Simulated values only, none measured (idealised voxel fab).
The document below concerns the process module designated voxel released beams.
It is cross-section cut that appears here, measuring 200 nm in width, its square cells being 5 nm in size.
Cross-sections here: square-cell grids, written as top-down lists of bands, a band being one or more rows of cells. The band entry comprises the height of the band's top followed by the height of its bottom, expressed in nm, and subsequently the band's materials from left to right, each stated together with its width in nm. Where a single material is marked with the word "edge to edge", that material fills the band from edge to edge. The word "empty" represents empty space. Basically, 0 is our baseline, since under it the wafer straight out of the box is all one material. The bottom band has no lower end and keeps on going down, so it looks like "top 0, no bottom". Note: "30 to 40" means the width goes from the first number (top row of the band) to the second number (bottom row) in equal steps per row of cells. Step note "nothing altered" = no cross-section cell changed. The entry "Closed void register" lists the empty spaces that cover at least 8 cells and have no open path to the top. Each is written as width x height at distance, where the distance is measured from the left edge and all three values are in nm. Formally, on a step line, whatever follows the settings is a remark that the simulator itself makes on the step. The line of a step may include "overlay nm". On a step with a mask, this value is how far to the right of its planned place the mask lay. A negative value means the mask lay to the left.
[Intended process steps]
1: RECEIVE [material Si]
2: CONFORMAL_DEP [material SiN] [thk nm 5]
3: DIRECTIONAL_DEP [material SiO2] [thk nm 20]
4: DIRECTIONAL_DEP [material aC] [thk nm 15]
5: PATTERN [tone open] [mask id ANCHOR] [material resist] [width nm 35] [thk nm 30] [overlay nm 0]
6: DIRECTIONAL_ETCH [etch materials aC] [depth nm 15]
7: STRIP [etch materials resist]
8: DIRECTIONAL_ETCH [etch materials SiO2] [depth nm 20]
9: STRIP [etch materials aC]
10: CONFORMAL_DEP [material TiN] [thk nm 5]
11: PATTERN [tone cover] [mask id BEAM] [material resist] [width nm 80] [thk nm 20] [overlay nm 0]
12: DIRECTIONAL_ETCH [etch materials TiN] [depth nm 15]
13: STRIP [etch materials resist]
14: STRIP [etch materials SiO2]
All wafers enter the flow in the same state. The thk nm at step 10 differs from wafer to wafer, and the plan gives the value for the first wafer.
[The first of several wafers in cross-section, exactly as it reached us after step 1]
	top 0, no bottom: Si edge to edge
	Closed void register: none
[Cross-section of the first of several wafers once the module has run through its last step, step 14]
	top 30, bottom 25: 55 empty / 10 TiN / 25 empty / 45 TiN / 65 empty
	top 25, bottom 10: 60 empty / 5 TiN / 25 empty / 5 TiN / 105 empty
	top 10, bottom 5: 60 empty / 35 TiN / 105 empty
	top 5, bottom 0: SiN edge to edge
	top 0, no bottom: Si edge to edge
	Closed void register: none
[Here's the last wafer cross-sectioned at the end of the module]
	top 55, bottom 40: 55 empty / 80 TiN / 65 empty
	top 40, bottom 25: TiN edge to edge
	top 25, bottom 5: 60 SiO2 / 35 TiN / 105 SiO2
	top 5, bottom 0: SiN edge to edge
	top 0, no bottom: Si edge to edge
	Closed void register: none
[Basically each wafer gets a line in the table, showing it at the end of the module: material by material, the cells it gained (+) or lost (-) since we got it, then its closed voids]
thk nm 5, +40 SiN, +24 TiN, Closed void register: none
thk nm 10, +40 SiN, +48 TiN, Closed void register: none
thk nm 15, +40 SiN, +72 TiN, Closed void register: none
thk nm 20, +40 SiN, +132 SiO2, +116 TiN, Closed void register: none
thk nm 25, +40 SiN, +132 SiO2, +156 TiN, Closed void register: none
thk nm 30, +40 SiN, +132 SiO2, +196 TiN, Closed void register: none
